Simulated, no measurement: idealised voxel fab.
voxel gate over fins: a process module
Displayed cross-section: cut, width of 190 nm, square cells sized 5 nm.
Cross-section format: a grid of square cells, given as bands from top to bottom; each band is one or more rows of cells. A band entry consists of two parts. The first gives the height of the band's top and the height of its bottom, in nm. The rest lists the band's materials from left to right, each with its width in nm. A single material labelled with the word "throughout" fills the band from edge to edge, and the word "air" marks empty space. Heights are reckoned from 0. Under this level, the received wafer is all of one material. The bottommost band is open-ended downward, for example "top 0, no bottom". The width entry "30->40" should be interpreted row by row: the top row of cells in the band takes the first number, the bottom row takes the second number, and the change between adjacent rows is uniform throughout. "no change occurred" after a step means that no cell of the cross-section changed. Enclosed voids (no open way to top), threshold 8 cells or more, entry "Sealed internal cavities", notation width x height at distance, distance from left edge, nm. Whatever follows a step's settings on its line is a remark the simulator itself makes about that step. The line of a step may include "overlay nm". On a step with a mask, this value is how far to the right of its planned place the mask lay. A negative value means the mask lay to the left.
### So here's the lineup of process steps we planned
1: RECEIVE (material Si)
2: CONFORMAL_DEP (material SiN; thk nm 10)
3: MASKED_ETCH (tone cover; mask id FINS; width nm 15; pitch nm 50; etch materials SiN; depth nm 10; overlay nm 0)
4: MASKED_ETCH (tone cover; mask id FINS; width nm 15; pitch nm 50; etch materials Si; depth nm 35; overlay nm 0)
5: OXIDIZE (depth nm 5)
6: FILL_DEP (material SiO2; thk nm 15)
7: CMP (height nm 10)
8: PATTERN (tone open; mask id RAIL; material resist; width nm 15; thk nm 15; overlay nm 0)
9: DIRECTIONAL_ETCH (etch materials SiO2; depth nm 40)
10: STRIP (etch materials resist)
11: CONFORMAL_DEP (material TiN; thk nm 5)
12: FILL_DEP (material Ru; thk nm 10)
13: CMP (height nm 10)
14: SELECTIVE_ETCH (etch materials W Ru TiN; depth nm 30)
15: FILL_DEP (material SiO2; thk nm 5)
16: CMP (height nm 10)
17: SELECTIVE_ETCH (etch materials SiO2; depth nm 25)
18: STRIP (etch materials SiN)
19: CONFORMAL_DEP (material HfO2; thk nm 5)
20: CONFORMAL_DEP (material TiN; thk nm 5)
21: CONFORMAL_DEP (material TiAl; thk nm 5)
22: CONFORMAL_DEP (material TiN; thk nm 5)
23: FILL_DEP (material W; thk nm 10)
24: CMP (height nm 25)
25: CONFORMAL_DEP (material SiN; thk nm 5)
### As received (post step 1): cross-section
top 0, no bottom  Si throughout
Sealed internal cavities: none
### End state of the module in cross-section, given the above starting point and plan and one mistake in execution
top 30, bottom 25  SiN throughout
top 25, bottom 15  W throughout
top 15, bottom 10  W 45 nm; TiN 45 nm; W 5 nm; TiN 45 nm; W 50 nm
top 10, bottom 5  W 45 nm; TiN 5 nm; TiAl 35 nm; TiN 5 nm; W 5 nm; TiN 5 nm; TiAl 35 nm; TiN 5 nm; W 50 nm
top 5, bottom 0  TiN 50 nm; TiAl 5 nm; TiN 25 nm; TiAl 5 nm; TiN 15 nm; TiAl 5 nm; TiN 25 nm; TiAl 5 nm; TiN 55 nm
top 0, bottom -5  TiAl 55 nm; TiN 5 nm; HfO2 15 nm; TiN 5 nm; TiAl 25 nm; TiN 5 nm; HfO2 15 nm; TiN 5 nm; TiAl 60 nm
top -5, bottom -10  TiN 60 nm; HfO2 5 nm; Si 5 nm; HfO2 5 nm; TiN 35 nm; HfO2 5 nm; Si 5 nm; HfO2 5 nm; TiN 65 nm
top -10, bottom -15  HfO2 65 nm; Si 5 nm; HfO2 45 nm; Si 5 nm; HfO2 70 nm
top -15, bottom -20  SiO2 65 nm; Si 5 nm; SiO2 45 nm; Si 5 nm; SiO2 70 nm
top -20, bottom -25  SiO2 65 nm; Si 5 nm; SiO2 15 nm; TiN 5 nm; Ru 5 nm; TiN 5 nm; SiO2 15 nm; Si 5 nm; SiO2 70 nm
top -25, bottom -30  SiO2 65 nm; Si 5 nm; SiO2 15 nm; TiN 15 nm; SiO2 15 nm; Si 5 nm; SiO2 70 nm
top -30, bottom -40  SiO2 65 nm; Si 5 nm; SiO2 45 nm; Si 5 nm; SiO2 70 nm
top -40, no bottom  Si throughout
Sealed internal cavities: none
What was the processing mistake? step 2 was dropped from the plan's execution and never run
